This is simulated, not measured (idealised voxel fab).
process module | voxel plated lines
cross-section cut | 235 nm wide | cells 5 nm
A cross-section is a grid of square cells, given in bands from the top down. A band is one or more rows of cells.
Each band's line starts with the height of the band's top and of its bottom, in nm. Then come its materials from left to right, each with its width in nm. One material with "throughout" fills the band from edge to edge. "air" is empty space.
Height 0 is the level under which the wafer as received is all one material. The lowest band goes on downwards, as in "0 down".
A width such as "30 to 40" changes by the same amount from each row of cells to the next, from the band's top row to its bottom row.
"no change" after a step means that no cell of the cross-section changed.
closed voids: empty space of 8 cells or more with no open way to the top, each as width x height at its distance from the left edge, in nm
after a step's settings: what the simulator itself notes on the step
overlay nm, on a step with a mask: how far to the right of its planned place the mask lay; to the left if negative
plan
1 op RECEIVE | material Si
2 op CONFORMAL_DEP | material SiO2 | thk nm 15
3 op DIRECTIONAL_DEP | material TiN | thk nm 5
4 op PATTERN | tone open | mask id LINES | material resist | width nm 25 | pitch nm 45 | thk nm 20 | overlay nm 0
5 op EPI | material Ru | thk nm 10
6 op STRIP | etch materials resist
7 op DIRECTIONAL_ETCH | etch materials TiN | depth nm 5
8 op CONFORMAL_DEP | material SiO2 | thk nm 5
as received, after step 1
  0 down: Si throughout
  closed voids: none
a wafer at the end: this start, this plan, one mistake
  35 to 30: air 50 | SiO2 35 | air 10 | SiO2 35 | air 10 | SiO2 35 | air 60
  30 to 20: air 50 | SiO2 5 | Ru 25 | SiO2 5 | air 10 | SiO2 5 | Ru 25 | SiO2 5 | air 10 | SiO2 5 | Ru 25 | SiO2 5 | air 60
  20 to 15: SiO2 55 | TiN 25 | SiO2 20 | TiN 25 | SiO2 20 | TiN 25 | SiO2 65
  15 to 0: SiO2 throughout
  0 down: Si throughout
  closed voids: none
what went wrong: step 4 ran as: op PATTERN | tone open | mask id LINES | material resist | width nm 25 | pitch nm 45 | thk nm 20 | overlay nm -5
